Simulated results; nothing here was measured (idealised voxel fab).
process module | voxel self aligned contacts
cross-section cut | 290 nm wide | cells 5 nm
A cross-section is a grid of square cells, given in bands from the top down. A band is one or more rows of cells.
Each band's line starts with the height of the band's top and of its bottom, in nm. Then come its materials from left to right, each with its width in nm. One material with "throughout" fills the band from edge to edge. "air" is empty space.
Height 0 is the level under which the wafer as received is all one material. The lowest band goes on downwards, as in "0 down".
A width such as "30 to 40" changes by the same amount from each row of cells to the next, from the band's top row to its bottom row.
"no change" after a step means that no cell of the cross-section changed.
closed voids: empty space of 8 cells or more with no open way to the top, each as width x height at its distance from the left edge, in nm
after a step's settings: what the simulator itself notes on the step
overlay nm, on a step with a mask: how far to the right of its planned place the mask lay; to the left if negative
plan
1 op RECEIVE | material Si
2 op OXIDIZE | depth nm 5
3 op DIRECTIONAL_DEP | material polySi | thk nm 25
4 op DIRECTIONAL_DEP | material SiN | thk nm 20
5 op DIRECTIONAL_DEP | material aC | thk nm 10
6 op PATTERN | tone cover | mask id GATE | material resist | width nm 25 | pitch nm 60 | thk nm 25 | overlay nm 0
7 op DIRECTIONAL_ETCH | etch materials aC | depth nm 10
8 op STRIP | etch materials resist
9 op DIRECTIONAL_ETCH | etch materials SiN | depth nm 10
10 op DIRECTIONAL_ETCH | etch materials polySi | depth nm 25
11 op STRIP | etch materials aC
12 op CONFORMAL_DEP | material SiN | thk nm 10
13 op DIRECTIONAL_ETCH | etch materials SiN | depth nm 10
14 op FILL_DEP | material SiO2 | thk nm 20
15 op CMP | height nm 55
16 op MASKED_ETCH | tone open | mask id CONTACT | width nm 45 | etch materials SiO2 | depth nm 60 | overlay nm 0
17 op CONFORMAL_DEP | material TiN | thk nm 5
18 op FILL_DEP | material Ru | thk nm 10
19 op CMP | height nm 55
20 op CONFORMAL_DEP | material SiN | thk nm 5
varied across the wafers: depth nm of step 9. The plan shows the first wafer's value. All wafers start alike
first wafer as received, after step 1
  0 down: Si throughout
  closed voids: none
first wafer at the end, after step 20
  60 to 55: SiN throughout
  55 to 45: SiO2 120 | TiN 5 to 20 | Ru 35 to 5 | TiN 5 to 20 | SiO2 125
  45 to 40: SiO2 90 | SiN 45 | TiN 5 | Ru 5 | TiN 5 | SiN 45 | SiO2 95
  40 to 35: SiO2 90 | SiN 45 | TiN 15 | SiN 45 | SiO2 95
  35 to 25: SiN throughout
  25 to 0: polySi throughout
  0 to -5: SiO2 throughout
  -5 down: Si throughout
  closed voids: none
last wafer at the end
  60 to 55: SiN throughout
  55 to 45: SiO2 120 | TiN 5 to 20 | Ru 35 to 5 | TiN 5 to 20 | SiO2 125
  45 to 25: SiO2 90 | SiN 45 | TiN 5 | Ru 5 | TiN 5 | SiN 45 | SiO2 95
  25 to 0: SiO2 90 | SiN 10 | polySi 25 | SiN 10 | TiN 5 | Ru 5 | TiN 5 | SiN 10 | polySi 25 | SiN 10 | SiO2 95
  0 to -5: SiO2 135 | TiN 15 | SiO2 140
  -5 down: Si throughout
  closed voids: none
each wafer at the end: cells of each material gained (+) or lost (-) since it was received, then its closed voids
depth nm 10 | +9 Ru | -58 Si | +210 SiN | +230 SiO2 | +15 TiN | +290 polySi | closed voids: none
depth nm 15 | +10 Ru | -58 Si | +170 SiN | +267 SiO2 | +17 TiN | +290 polySi | closed voids: none
depth nm 20 | +17 Ru | -58 Si | +170 SiN | +486 SiO2 | +31 TiN | +50 polySi | closed voids: none
depth nm 25 | +17 Ru | -58 Si | +170 SiN | +486 SiO2 | +31 TiN | +50 polySi | closed voids: none
depth nm 30 | +17 Ru | -58 Si | +170 SiN | +486 SiO2 | +31 TiN | +50 polySi | closed voids: none
depth nm 35 | +17 Ru | -58 Si | +170 SiN | +486 SiO2 | +31 TiN | +50 polySi | closed voids: none
